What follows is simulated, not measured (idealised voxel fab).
Process module, titled voxel gate over fins
Cross-section cut: width 240 nm, square cells of 5 nm.
Cross-section format: a grid of square cells, given as bands from top to bottom; each band is one or more rows of cells. Heads up on the band format: heights come first, top then bottom, in nm. After that it's the materials left to right, each with its width in nm. A single material flagged "full width" fills the whole band edge to edge, and "empty" means there's empty space there. For the purposes of this specification, 0 denotes the height below which the wafer in its as-received condition is composed wholly of one material, and the lowermost band, lacking a lower limit, extends downward without end, as expressed in "0 nm and below". Graded width ("30->40"): value in top row of band = first number; value in bottom row = second number; row-to-row change constant. "stayed the same" means the step left every cell of the cross-section as it was. Empty spaces without an open route to the top, at least 8 cells in extent, make up the entry "Enclosed internal voids"; each is given as width x height at distance, where the distance is measured from the left edge, and all are in nm. Read whatever lies past the settings on a step's line as the simulator's own remark about the step. Among the settings permitted on a step's line is "overlay nm"; applied to a step with a mask, it specifies the extent to which the mask lay to the right of its planned position, whereas a negative figure signifies a position to the left.

PROCESS STEPS FORESEEN IN THE PLAN
1 op RECEIVE | material Si
2 op CONFORMAL_DEP | material SiN | thk nm 5
3 op DIRECTIONAL_DEP | material aC | thk nm 10
4 op PATTERN | tone cover | mask id FINS | material resist | width nm 15 | pitch nm 35 | thk nm 30 | overlay nm 0
5 op DIRECTIONAL_ETCH | etch materials aC | depth nm 10
6 op STRIP | etch materials resist
7 op DIRECTIONAL_ETCH | etch materials SiN | depth nm 5
8 op DIRECTIONAL_ETCH | etch materials Si | depth nm 35
9 op STRIP | etch materials aC
10 op FILL_DEP | material SiO2 | thk nm 10
11 op CMP | height nm 5
12 op SELECTIVE_ETCH | etch materials SiO2 | depth nm 20
13 op STRIP | etch materials SiN
14 op CONFORMAL_DEP | material HfO2 | thk nm 5
15 op CONFORMAL_DEP | material TiN | thk nm 5
16 op FILL_DEP | material W | thk nm 10
17 op CMP | height nm 15
18 op CONFORMAL_DEP | material SiCN | thk nm 5

FIRST OF TWO WAFERS: RUN AS PLANNED

SO THIS IS THE INCOMING WAFER IN CROSS-SECTION - IT'S ALREADY BEEN THROUGH STEP 1
	0 nm and below = Si full width
	Enclosed internal voids: none

AFTER STEP 2: WAFER CROSS-SECTION
	5 nm to 0 nm = SiN full width
	Whatever lies below 0 is exactly as it was before.

AFTER STEP 3: WAFER CROSS-SECTION
	15 nm to 5 nm = aC full width
	Whatever lies below 5 is exactly as it was before.

AFTER STEP 4: WAFER CROSS-SECTION
	45 nm to 15 nm = 60 of empty / 15 of resist / 20 of empty / 15 of resist / 20 of empty / 15 of resist / 20 of empty / 15 of resist / 60 of empty
	Whatever lies below 15 is exactly as it was before.

AFTER STEP 5: WAFER CROSS-SECTION
	35 nm to 15 nm = 60 of empty / 15 of resist / 20 of empty / 15 of resist / 20 of empty / 15 of resist / 20 of empty / 15 of resist / 60 of empty
	15 nm to 5 nm = 60 of empty / 15 of aC / 20 of empty / 15 of aC / 20 of empty / 15 of aC / 20 of empty / 15 of aC / 60 of empty
	Whatever lies below 5 is exactly as it was before.

AFTER STEP 6: WAFER CROSS-SECTION
	15 nm to 5 nm = 60 of empty / 15 of aC / 20 of empty / 15 of aC / 20 of empty / 15 of aC / 20 of empty / 15 of aC / 60 of empty
	Whatever lies below 5 is exactly as it was before.

AFTER STEP 7: WAFER CROSS-SECTION
	15 nm to 5 nm = 60 of empty / 15 of aC / 20 of empty / 15 of aC / 20 of empty / 15 of aC / 20 of empty / 15 of aC / 60 of empty
	5 nm to 0 nm = 60 of empty / 15 of SiN / 20 of empty / 15 of SiN / 20 of empty / 15 of SiN / 20 of empty / 15 of SiN / 60 of empty
	Whatever lies below 0 is exactly as it was before.

AFTER STEP 8: WAFER CROSS-SECTION
	15 nm to 5 nm = 60 of empty / 15 of aC / 20 of empty / 15 of aC / 20 of empty / 15 of aC / 20 of empty / 15 of aC / 60 of empty
	5 nm to 0 nm = 60 of empty / 15 of SiN / 20 of empty / 15 of SiN / 20 of empty / 15 of SiN / 20 of empty / 15 of SiN / 60 of empty
	0 nm to -35 nm = 60 of empty / 15 of Si / 20 of empty / 15 of Si / 20 of empty / 15 of Si / 20 of empty / 15 of Si / 60 of empty
	Whatever lies below -35 is exactly as it was before.

AFTER STEP 9: WAFER CROSS-SECTION
	5 nm to 0 nm = 60 of empty / 15 of SiN / 20 of empty / 15 of SiN / 20 of empty / 15 of SiN / 20 of empty / 15 of SiN / 60 of empty
	Whatever lies below 0 is exactly as it was before.

AFTER STEP 10: WAFER CROSS-SECTION
	15 nm to 5 nm = SiO2 full width
	5 nm to 0 nm = 60 of SiO2 / 15 of SiN / 20 of SiO2 / 15 of SiN / 20 of SiO2 / 15 of SiN / 20 of SiO2 / 15 of SiN / 60 of SiO2
	0 nm to -35 nm = 60 of SiO2 / 15 of Si / 20 of SiO2 / 15 of Si / 20 of SiO2 / 15 of Si / 20 of SiO2 / 15 of Si / 60 of SiO2
	Whatever lies below -35 is exactly as it was before.

AFTER STEP 11: WAFER CROSS-SECTION
	5 nm to 0 nm = 60 of SiO2 / 15 of SiN / 20 of SiO2 / 15 of SiN / 20 of SiO2 / 15 of SiN / 20 of SiO2 / 15 of SiN / 60 of SiO2
	Whatever lies below 0 is exactly as it was before.

AFTER STEP 12: WAFER CROSS-SECTION
	5 nm to 0 nm = 60 of empty / 15 of SiN / 20 of empty / 15 of SiN / 20 of empty / 15 of SiN / 20 of empty / 15 of SiN / 60 of empty
	0 nm to -15 nm = 60 of empty / 15 of Si / 20 of empty / 15 of Si / 20 of empty / 15 of Si / 20 of empty / 15 of Si / 60 of empty
	Whatever lies below -15 is exactly as it was before.

AFTER STEP 13: WAFER CROSS-SECTION
	0 nm to -15 nm = 60 of empty / 15 of Si / 20 of empty / 15 of Si / 20 of empty / 15 of Si / 20 of empty / 15 of Si / 60 of empty
	Whatever lies below -15 is exactly as it was before.

AFTER STEP 14: WAFER CROSS-SECTION
	5 nm to 0 nm = 55 of empty / 25 of HfO2 / 10 of empty / 25 of HfO2 / 10 of empty / 25 of HfO2 / 10 of empty / 25 of HfO2 / 55 of empty
	0 nm to -10 nm = 55 of empty / 5 of HfO2 / 15 of Si / 5 of HfO2 / 10 of empty / 5 of HfO2 / 15 of Si / 5 of HfO2 / 10 of empty / 5 of HfO2 / 15 of Si / 5 of HfO2 / 10 of empty / 5 of HfO2 / 15 of Si / 5 of HfO2 / 55 of empty
	-10 nm to -15 nm = 60 of HfO2 / 15 of Si / 20 of HfO2 / 15 of Si / 20 of HfO2 / 15 of Si / 20 of HfO2 / 15 of Si / 60 of HfO2
	Whatever lies below -15 is exactly as it was before.

AFTER STEP 15: WAFER CROSS-SECTION
	10 nm to 5 nm = 50 of empty / 140 of TiN / 50 of empty
	5 nm to 0 nm = 50 of empty / 5 of TiN / 25 of HfO2 / 10 of TiN / 25 of HfO2 / 10 of TiN / 25 of HfO2 / 10 of TiN / 25 of HfO2 / 5 of TiN / 50 of empty
	0 nm to -5 nm = 50 of empty / 5 of TiN / 5 of HfO2 / 15 of Si / 5 of HfO2 / 10 of TiN / 5 of HfO2 / 15 of Si / 5 of HfO2 / 10 of TiN / 5 of HfO2 / 15 of Si / 5 of HfO2 / 10 of TiN / 5 of HfO2 / 15 of Si / 5 of HfO2 / 5 of TiN / 50 of empty
	-5 nm to -10 nm = 55 of TiN / 5 of HfO2 / 15 of Si / 5 of HfO2 / 10 of TiN / 5 of HfO2 / 15 of Si / 5 of HfO2 / 10 of TiN / 5 of HfO2 / 15 of Si / 5 of HfO2 / 10 of TiN / 5 of HfO2 / 15 of Si / 5 of HfO2 / 55 of TiN
	Whatever lies below -10 is exactly as it was before.

AFTER STEP 16: WAFER CROSS-SECTION
	20 nm to 10 nm = W full width
	10 nm to 5 nm = 50 of W / 140 of TiN / 50 of W
	5 nm to 0 nm = 50 of W / 5 of TiN / 25 of HfO2 / 10 of TiN / 25 of HfO2 / 10 of TiN / 25 of HfO2 / 10 of TiN / 25 of HfO2 / 5 of TiN / 50 of W
	0 nm to -5 nm = 50 of W / 5 of TiN / 5 of HfO2 / 15 of Si / 5 of HfO2 / 10 of TiN / 5 of HfO2 / 15 of Si / 5 of HfO2 / 10 of TiN / 5 of HfO2 / 15 of Si / 5 of HfO2 / 10 of TiN / 5 of HfO2 / 15 of Si / 5 of HfO2 / 5 of TiN / 50 of W
	Whatever lies below -5 is exactly as it was before.

AFTER STEP 17: WAFER CROSS-SECTION
	15 nm to 10 nm = W full width
	Whatever lies below 10 is exactly as it was before.

AFTER STEP 18: WAFER CROSS-SECTION
	20 nm to 15 nm = SiCN full width
	Whatever lies below 15 is exactly as it was before.

SECOND OF TWO: SAME START, SAME PLAN, ONE RUN ERROR; STEPS UP TO AND INCLUDING 7 MATCH THE FIRST

CROSS-SECTION OF THE SECOND WAFER WHEN, ACCORDING TO PLAN, STEP 8 SHOULD HAVE FINISHED
	15 nm to 5 nm = 60 of empty / 15 of aC / 20 of empty / 15 of aC / 20 of empty / 15 of aC / 20 of empty / 15 of aC / 60 of empty
	5 nm to 0 nm = 60 of empty / 15 of SiN / 20 of empty / 15 of SiN / 20 of empty / 15 of SiN / 20 of empty / 15 of SiN / 60 of empty
	0 nm to -70 nm = 60 of empty / 15 of Si / 20 of empty / 15 of Si / 20 of empty / 15 of Si / 20 of empty / 15 of Si / 60 of empty
	Whatever lies below -70 is exactly as it was before.

CROSS-SECTION OF THE SECOND WAFER WHEN, ACCORDING TO PLAN, STEP 9 SHOULD HAVE FINISHED
	5 nm to 0 nm = 60 of empty / 15 of SiN / 20 of empty / 15 of SiN / 20 of empty / 15 of SiN / 20 of empty / 15 of SiN / 60 of empty
	Whatever lies below 0 is exactly as it was before.

CROSS-SECTION OF THE SECOND WAFER WHEN, ACCORDING TO PLAN, STEP 10 SHOULD HAVE FINISHED
	15 nm to 5 nm = SiO2 full width
	5 nm to 0 nm = 60 of SiO2 / 15 of SiN / 20 of SiO2 / 15 of SiN / 20 of SiO2 / 15 of SiN / 20 of SiO2 / 15 of SiN / 60 of SiO2
	0 nm to -70 nm = 60 of SiO2 / 15 of Si / 20 of SiO2 / 15 of Si / 20 of SiO2 / 15 of Si / 20 of SiO2 / 15 of Si / 60 of SiO2
	Whatever lies below -70 is exactly as it was before.

CROSS-SECTION OF THE SECOND WAFER WHEN, ACCORDING TO PLAN, STEP 11 SHOULD HAVE FINISHED
	5 nm to 0 nm = 60 of SiO2 / 15 of SiN / 20 of SiO2 / 15 of SiN / 20 of SiO2 / 15 of SiN / 20 of SiO2 / 15 of SiN / 60 of SiO2
	Whatever lies below 0 is exactly as it was before.

CROSS-SECTION OF THE SECOND WAFER WHEN, ACCORDING TO PLAN, STEP 12 SHOULD HAVE FINISHED
	5 nm to 0 nm = 60 of empty / 15 of SiN / 20 of empty / 15 of SiN / 20 of empty / 15 of SiN / 20 of empty / 15 of SiN / 60 of empty
	0 nm to -15 nm = 60 of empty / 15 of Si / 20 of empty / 15 of Si / 20 of empty / 15 of Si / 20 of empty / 15 of Si / 60 of empty
	Whatever lies below -15 is exactly as it was before.

CROSS-SECTION OF THE SECOND WAFER WHEN, ACCORDING TO PLAN, STEP 13 SHOULD HAVE FINISHED
	0 nm to -15 nm = 60 of empty / 15 of Si / 20 of empty / 15 of Si / 20 of empty / 15 of Si / 20 of empty / 15 of Si / 60 of empty
	Whatever lies below -15 is exactly as it was before.

CROSS-SECTION OF THE SECOND WAFER WHEN, ACCORDING TO PLAN, STEP 14 SHOULD HAVE FINISHED
	5 nm to 0 nm = 55 of empty / 25 of HfO2 / 10 of empty / 25 of HfO2 / 10 of empty / 25 of HfO2 / 10 of empty / 25 of HfO2 / 55 of empty
	0 nm to -10 nm = 55 of empty / 5 of HfO2 / 15 of Si / 5 of HfO2 / 10 of empty / 5 of HfO2 / 15 of Si / 5 of HfO2 / 10 of empty / 5 of HfO2 / 15 of Si / 5 of HfO2 / 10 of empty / 5 of HfO2 / 15 of Si / 5 of HfO2 / 55 of empty
	-10 nm to -15 nm = 60 of HfO2 / 15 of Si / 20 of HfO2 / 15 of Si / 20 of HfO2 / 15 of Si / 20 of HfO2 / 15 of Si / 60 of HfO2
	Whatever lies below -15 is exactly as it was before.

CROSS-SECTION OF THE SECOND WAFER WHEN, ACCORDING TO PLAN, STEP 15 SHOULD HAVE FINISHED
	10 nm to 5 nm = 50 of empty / 140 of TiN / 50 of empty
	5 nm to 0 nm = 50 of empty / 5 of TiN / 25 of HfO2 / 10 of TiN / 25 of HfO2 / 10 of TiN / 25 of HfO2 / 10 of TiN / 25 of HfO2 / 5 of TiN / 50 of empty
	0 nm to -5 nm = 50 of empty / 5 of TiN / 5 of HfO2 / 15 of Si / 5 of HfO2 / 10 of TiN / 5 of HfO2 / 15 of Si / 5 of HfO2 / 10 of TiN / 5 of HfO2 / 15 of Si / 5 of HfO2 / 10 of TiN / 5 of HfO2 / 15 of Si / 5 of HfO2 / 5 of TiN / 50 of empty
	-5 nm to -10 nm = 55 of TiN / 5 of HfO2 / 15 of Si / 5 of HfO2 / 10 of TiN / 5 of HfO2 / 15 of Si / 5 of HfO2 / 10 of TiN / 5 of HfO2 / 15 of Si / 5 of HfO2 / 10 of TiN / 5 of HfO2 / 15 of Si / 5 of HfO2 / 55 of TiN
	Whatever lies below -10 is exactly as it was before.

CROSS-SECTION OF THE SECOND WAFER WHEN, ACCORDING TO PLAN, STEP 16 SHOULD HAVE FINISHED
	20 nm to 10 nm = W full width
	10 nm to 5 nm = 50 of W / 140 of TiN / 50 of W
	5 nm to 0 nm = 50 of W / 5 of TiN / 25 of HfO2 / 10 of TiN / 25 of HfO2 / 10 of TiN / 25 of HfO2 / 10 of TiN / 25 of HfO2 / 5 of TiN / 50 of W
	0 nm to -5 nm = 50 of W / 5 of TiN / 5 of HfO2 / 15 of Si / 5 of HfO2 / 10 of TiN / 5 of HfO2 / 15 of Si / 5 of HfO2 / 10 of TiN / 5 of HfO2 / 15 of Si / 5 of HfO2 / 10 of TiN / 5 of HfO2 / 15 of Si / 5 of HfO2 / 5 of TiN / 50 of W
	Whatever lies below -5 is exactly as it was before.

CROSS-SECTION OF THE SECOND WAFER WHEN, ACCORDING TO PLAN, STEP 17 SHOULD HAVE FINISHED
	15 nm to 10 nm = W full width
	Whatever lies below 10 is exactly as it was before.

CROSS-SECTION OF THE SECOND WAFER WHEN, ACCORDING TO PLAN, STEP 18 SHOULD HAVE FINISHED
	20 nm to 15 nm = SiCN full width
	Whatever lies below 15 is exactly as it was before.
What broke from the plan during processing? regarding the plan, step 8 was run twice
Heads up, by the end the second wafer has more or fewer cells of some materials compared to the first: -252 Si | +252 SiO2
